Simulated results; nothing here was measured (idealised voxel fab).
process module | voxel air gaps
cross-section cut | 280 nm wide | cells 5 nm
A cross-section is a grid of square cells, given in bands from the top down. A band is one or more rows of cells.
Each band's line starts with the height of the band's top and of its bottom, in nm. Then come its materials from left to right, each with its width in nm. One material with "throughout" fills the band from edge to edge. "air" is empty space.
Height 0 is the level under which the wafer as received is all one material. The lowest band goes on downwards, as in "0 down".
A width such as "30 to 40" changes by the same amount from each row of cells to the next, from the band's top row to its bottom row.
"no change" after a step means that no cell of the cross-section changed.
closed voids: empty space of 8 cells or more with no open way to the top, each as width x height at its distance from the left edge, in nm
after a step's settings: what the simulator itself notes on the step
overlay nm, on a step with a mask: how far to the right of its planned place the mask lay; to the left if negative
plan
1 op RECEIVE | material Si
2 op CONFORMAL_DEP | material SiO2 | thk nm 5
3 op CONFORMAL_DEP | material SiN | thk nm 5
4 op DIRECTIONAL_DEP | material lowk | thk nm 40
5 op PATTERN | tone open | mask id LINES | material resist | width nm 20 | pitch nm 45 | thk nm 15 | overlay nm 0
6 op DIRECTIONAL_ETCH | etch materials lowk | depth nm 40
7 op STRIP | etch materials resist
8 op CONFORMAL_DEP | material TiN | thk nm 5
9 op FILL_DEP | material Ru | thk nm 10
10 op CMP | height nm 55
11 op EPI | material Ru | thk nm 10
12 op SELECTIVE_ETCH | etch materials lowk | depth nm 50
13 op CONFORMAL_DEP | material SiCN | thk nm 5
varied across the wafers: thk nm of step 2. The plan shows the first wafer's value. All wafers start alike
first wafer as received, after step 1
  0 down: Si throughout
  closed voids: none
first wafer at the end, after step 13
  70 to 65: SiCN throughout
  65 to 55: Ru throughout
  55 to 50: TiN 65 | Ru 10 | TiN 35 | Ru 10 | TiN 35 | Ru 10 | TiN 35 | Ru 10 | TiN 70
  50 to 15: lowk 60 | TiN 5 | Ru 10 | TiN 5 | lowk 25 | TiN 5 | Ru 10 | TiN 5 | lowk 25 | TiN 5 | Ru 10 | TiN 5 | lowk 25 | TiN 5 | Ru 10 | TiN 5 | lowk 65
  15 to 10: lowk 60 | TiN 20 | lowk 25 | TiN 20 | lowk 25 | TiN 20 | lowk 25 | TiN 20 | lowk 65
  10 to 5: SiN throughout
  5 to 0: SiO2 throughout
  0 down: Si throughout
  closed voids: none
last wafer at the end
  70 to 65: air 45 | SiCN 185 | air 50
  65 to 55: air 45 | SiCN 5 | Ru 40 | SiCN 5 | Ru 40 | SiCN 5 | Ru 40 | SiCN 5 | Ru 40 | SiCN 5 | air 50
  55 to 50: air 45 | SiCN 15 | TiN 5 | Ru 10 | TiN 5 | SiCN 25 | TiN 5 | Ru 10 | TiN 5 | SiCN 25 | TiN 5 | Ru 10 | TiN 5 | SiCN 25 | TiN 5 | Ru 10 | TiN 5 | SiCN 15 | air 50
  50 to 35: air 55 | SiCN 5 | TiN 5 | Ru 10 | TiN 5 | SiCN 5 | air 15 | SiCN 5 | TiN 5 | Ru 10 | TiN 5 | SiCN 5 | air 15 | SiCN 5 | TiN 5 | Ru 10 | TiN 5 | SiCN 5 | air 15 | SiCN 5 | TiN 5 | Ru 10 | TiN 5 | SiCN 5 | air 60
  35 to 30: SiCN 60 | TiN 20 | SiCN 25 | TiN 20 | SiCN 25 | TiN 20 | SiCN 25 | TiN 20 | SiCN 65
  30 to 25: SiN throughout
  25 to 0: SiO2 throughout
  0 down: Si throughout
  closed voids: 15 x 15 at 85; 15 x 15 at 130; 15 x 15 at 175
each wafer at the end: cells of each material gained (+) or lost (-) since it was received, then its closed voids
thk nm 5 | +176 Ru | +56 SiCN | +56 SiN | +56 SiO2 | +120 TiN | +320 lowk | closed voids: none
thk nm 10 | +120 Ru | +156 SiCN | +56 SiN | +112 SiO2 | +72 TiN | closed voids: 15 x 30 at 85; 15 x 30 at 130; 15 x 30 at 175
thk nm 15 | +112 Ru | +148 SiCN | +56 SiN | +168 SiO2 | +64 TiN | closed voids: 15 x 25 at 85; 15 x 25 at 130; 15 x 25 at 175
thk nm 20 | +104 Ru | +140 SiCN | +56 SiN | +224 SiO2 | +56 TiN | closed voids: 15 x 20 at 85; 15 x 20 at 130; 15 x 20 at 175
thk nm 25 | +96 Ru | +132 SiCN | +56 SiN | +280 SiO2 | +48 TiN | closed voids: 15 x 15 at 85; 15 x 15 at 130; 15 x 15 at 175
